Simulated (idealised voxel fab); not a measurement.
voxel ribs on slabs: a process module
Section shown: cut. Width: 295 nm. Cell size: 5 nm, square.
How to read a cross-section here: the picture is a grid of square cells, written as bands going from the top down, and any band can span one or more rows of cells.
The band entry comprises the height of the band's top followed by the height of its bottom, expressed in nm, and subsequently the band's materials from left to right, each stated together with its width in nm. Where a single material is marked with the word "everywhere", that material fills the band from edge to edge. The word "empty" represents empty space.
It should be noted that heights are counted from 0, beneath which the wafer as supplied is of one material throughout, and that the lowest band possesses no lower boundary but continues downward, as written in "top 0, no bottom".
The width entry "30..40" should be interpreted row by row: the top row of cells in the band takes the first number, the bottom row takes the second number, and the change between adjacent rows is uniform throughout.
Where the words "all unchanged" appear for a step, the cross-section shows no cell changed by that step; every cell remained as before.
Closed-off voids of 8+ cells (no open route to the top) go in "Closed cavities", written width x height at distance from the left edge, in nm.
What comes after the settings on a step's line is commentary from the simulator itself on that step.
For masked steps, "overlay nm" on the step line gives how far right of plan the mask actually lay; a minus sign means it lay to the left.

THE FOLLOWING LIST GIVES THE PLANNED PROCESS STEPS
1: RECEIVE, material Si
2: DIRECTIONAL_DEP, material SiO2, thk nm 20
3: DIRECTIONAL_DEP, material SiN, thk nm 15
4: PATTERN, tone cover, mask id RIB, material resist, width nm 25, thk nm 15, overlay nm 0
5: DIRECTIONAL_ETCH, etch materials SiN, depth nm 10
6: STRIP, etch materials resist
7: PATTERN, tone cover, mask id SLAB, material resist, width nm 65, thk nm 15, overlay nm 0
8: DIRECTIONAL_ETCH, etch materials SiN, depth nm 5
9: STRIP, etch materials resist
10: FILL_DEP, material SiO2, thk nm 15
11: CMP, height nm 45
12: DIRECTIONAL_DEP, material TiN, thk nm 10
13: MASKED_ETCH, tone cover, mask id HEATER, width nm 35, etch materials TiN, depth nm 10, overlay nm 0
14: CONFORMAL_DEP, material SiN, thk nm 10

THE FIRST WAFER OF TWO, PROCESSED AS PLANNED

SO THIS IS THE INCOMING WAFER IN CROSS-SECTION - IT'S ALREADY BEEN THROUGH STEP 1
- top 0, no bottom | Si everywhere
- Closed cavities: none

CROSS-SECTION THROUGH THE WAFER, STEP 2 FINISHED
- top 20, bottom 0 | SiO2 everywhere
- Whatever lies below 0 is exactly as it was before.

CROSS-SECTION THROUGH THE WAFER, STEP 3 FINISHED
- top 35, bottom 20 | SiN everywhere
- Whatever lies below 20 is exactly as it was before.

CROSS-SECTION THROUGH THE WAFER, STEP 4 FINISHED
- top 50, bottom 35 | empty=135; resist=25; empty=135
- Whatever lies below 35 is exactly as it was before.

CROSS-SECTION THROUGH THE WAFER, STEP 5 FINISHED
- top 50, bottom 35 | empty=135; resist=25; empty=135
- top 35, bottom 25 | empty=135; SiN=25; empty=135
- Whatever lies below 25 is exactly as it was before.

CROSS-SECTION THROUGH THE WAFER, STEP 6 FINISHED
- top 35, bottom 25 | empty=135; SiN=25; empty=135
- Whatever lies below 25 is exactly as it was before.

CROSS-SECTION THROUGH THE WAFER, STEP 7 FINISHED
- top 50, bottom 35 | empty=115; resist=65; empty=115
- top 35, bottom 25 | empty=115; resist=20; SiN=25; resist=20; empty=115
- Whatever lies below 25 is exactly as it was before.

CROSS-SECTION THROUGH THE WAFER, STEP 8 FINISHED
- top 50, bottom 35 | empty=115; resist=65; empty=115
- top 35, bottom 25 | empty=115; resist=20; SiN=25; resist=20; empty=115
- top 25, bottom 20 | empty=115; SiN=65; empty=115
- Whatever lies below 20 is exactly as it was before.

CROSS-SECTION THROUGH THE WAFER, STEP 9 FINISHED
- top 35, bottom 25 | empty=135; SiN=25; empty=135
- Whatever lies below 25 is exactly as it was before.

CROSS-SECTION THROUGH THE WAFER, STEP 10 FINISHED
- top 50, bottom 35 | SiO2 everywhere
- top 35, bottom 25 | SiO2=135; SiN=25; SiO2=135
- top 25, bottom 20 | SiO2=115; SiN=65; SiO2=115
- Whatever lies below 20 is exactly as it was before.

CROSS-SECTION THROUGH THE WAFER, STEP 11 FINISHED
- top 45, bottom 35 | SiO2 everywhere
- Whatever lies below 35 is exactly as it was before.

CROSS-SECTION THROUGH THE WAFER, STEP 12 FINISHED
- top 55, bottom 45 | TiN everywhere
- Whatever lies below 45 is exactly as it was before.

CROSS-SECTION THROUGH THE WAFER, STEP 13 FINISHED
- top 55, bottom 45 | empty=130; TiN=35; empty=130
- Whatever lies below 45 is exactly as it was before.

CROSS-SECTION THROUGH THE WAFER, STEP 14 FINISHED
- top 65, bottom 55 | empty=120; SiN=55; empty=120
- top 55, bottom 45 | SiN=130; TiN=35; SiN=130
- Whatever lies below 45 is exactly as it was before.

NOTES, SECOND WAFER: START = FIRST WAFER'S, PLAN = FIRST WAFER'S, EXECUTION HAD ONE MISTAKE; HISTORY IDENTICAL TO FIRST THROUGH STEP 1

SECOND WAFER: CROSS-SECTION AT THE SCHEDULED END OF STEP 2
- top 15, bottom 0 | SiN everywhere
- Whatever lies below 0 is exactly as it was before.

SECOND WAFER: CROSS-SECTION AT THE SCHEDULED END OF STEP 3
- top 35, bottom 15 | SiO2 everywhere
- Whatever lies below 15 is exactly as it was before.

SECOND WAFER: CROSS-SECTION AT THE SCHEDULED END OF STEP 4
- top 50, bottom 35 | empty=135; resist=25; empty=135
- Whatever lies below 35 is exactly as it was before.

Second wafer: cross-section at the scheduled end of step 5: all unchanged

SECOND WAFER: CROSS-SECTION AT THE SCHEDULED END OF STEP 6
- top 35, bottom 15 | SiO2 everywhere
- Whatever lies below 15 is exactly as it was before.

SECOND WAFER: CROSS-SECTION AT THE SCHEDULED END OF STEP 7
- top 50, bottom 35 | empty=115; resist=65; empty=115
- Whatever lies below 35 is exactly as it was before.

Second wafer: cross-section at the scheduled end of step 8: all unchanged

SECOND WAFER: CROSS-SECTION AT THE SCHEDULED END OF STEP 9
- top 35, bottom 15 | SiO2 everywhere
- Whatever lies below 15 is exactly as it was before.

SECOND WAFER: CROSS-SECTION AT THE SCHEDULED END OF STEP 10
- top 50, bottom 15 | SiO2 everywhere
- Whatever lies below 15 is exactly as it was before.

SECOND WAFER: CROSS-SECTION AT THE SCHEDULED END OF STEP 11
- top 45, bottom 15 | SiO2 everywhere
- Whatever lies below 15 is exactly as it was before.

SECOND WAFER: CROSS-SECTION AT THE SCHEDULED END OF STEP 12
- top 55, bottom 45 | TiN everywhere
- Whatever lies below 45 is exactly as it was before.

SECOND WAFER: CROSS-SECTION AT THE SCHEDULED END OF STEP 13
- top 55, bottom 45 | empty=130; TiN=35; empty=130
- Whatever lies below 45 is exactly as it was before.

SECOND WAFER: CROSS-SECTION AT THE SCHEDULED END OF STEP 14
- top 65, bottom 55 | empty=120; SiN=55; empty=120
- top 55, bottom 45 | SiN=130; TiN=35; SiN=130
- Whatever lies below 45 is exactly as it was before.
Want to know what went wrong? a sequencing error occurred in which plan steps 2 and 3 were transposed
In the final state, the cell counts of the second wafer exceed or fall short of those of the first for the following materials: SiN +154 | SiO2 -154
